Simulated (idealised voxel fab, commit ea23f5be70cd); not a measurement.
process module | voxel local oxidation
Cross-sectional view cut (width: 275 nm; square cell size: 5 nm).
This document writes a cross-section as a grid whose cells are square, and gives it as bands, listed from the top down; one or more rows of cells form a band.
Quick guide to a band line: top height, bottom height (nm) up front; then every material left to right with its width in nm. Only one material and it's marked "full width"? Then it fills the band edge to edge. And "air" just means empty space.
Height is counted from the level 0, under which the received wafer is composed throughout of one material. The lowest of the bands is not closed at the bottom but continues downward, in the notation "0 and below".
Note: "30 to 40" means the width goes from the first number (top row of the band) to the second number (bottom row) in equal steps per row of cells.
Basically "no alteration" means that step didn't change any cell in the cross-section.
Entry "Cavities, closed". Content: empty spaces with no open connection to the top, size 8 cells or greater. Each: width x height at distance. Distance: from left edge. Unit: nm.
On each step's line, the part that comes after the settings is the simulator's own comment on the step.
overlay nm: on a step with a mask, how far right of its planned place the mask lay; negative means left.

## The process steps that were planned are listed below
1: RECEIVE: material Si
2: OXIDIZE: depth nm 5
3: CONFORMAL_DEP: material SiN, thk nm 15
4: PATTERN: tone cover, mask id ACTIVE, material resist, width nm 115, thk nm 20, overlay nm -15
5: DIRECTIONAL_ETCH: etch materials SiN, depth nm 15
6: STRIP: etch materials resist
7: SELECTIVE_ETCH: etch materials SiO2, depth nm 5
8: OXIDIZE: depth nm 10
9: STRIP: etch materials SiN
Across this set of wafers, the varied parameter is the overlay nm of step 4. Starting conditions are identical for every wafer, and the plan reports the value assigned to the first wafer.

## After step 1, as received: first of several wafers, cross-section
> 0 and below: Si full width
> Cavities, closed: none

## First wafer of several, cross-section, module end, after step 9 (last)
> 0 down to -5: air (70)  SiO2 (105)  air (100)
> -5 down to -15: SiO2 (80)  Si (85)  SiO2 (110)
> -15 and below: Si full width
> Cavities, closed: none

## Of the several wafers, the last: cross-section at the end of the module
> 0 down to -5: air (100)  SiO2 (105)  air (70)
> -5 down to -15: SiO2 (110)  Si (85)  SiO2 (80)
> -15 and below: Si full width
> Cavities, closed: none

## Here is how to read the rows: every wafer has a row, and it shows the wafer at the end of the module, giving for each material how many cells were gained (+) or lost (-) since the wafer was received, then listing its closed voids
overlay nm -15, -131 Si, +97 SiO2, Cavities, closed: none
overlay nm -10, -131 Si, +97 SiO2, Cavities, closed: none
overlay nm -5, -131 Si, +97 SiO2, Cavities, closed: none
overlay nm 0, -131 Si, +97 SiO2, Cavities, closed: none
overlay nm 5, -131 Si, +97 SiO2, Cavities, closed: none
overlay nm 10, -131 Si, +97 SiO2, Cavities, closed: none
overlay nm 15, -131 Si, +97 SiO2, Cavities, closed: none
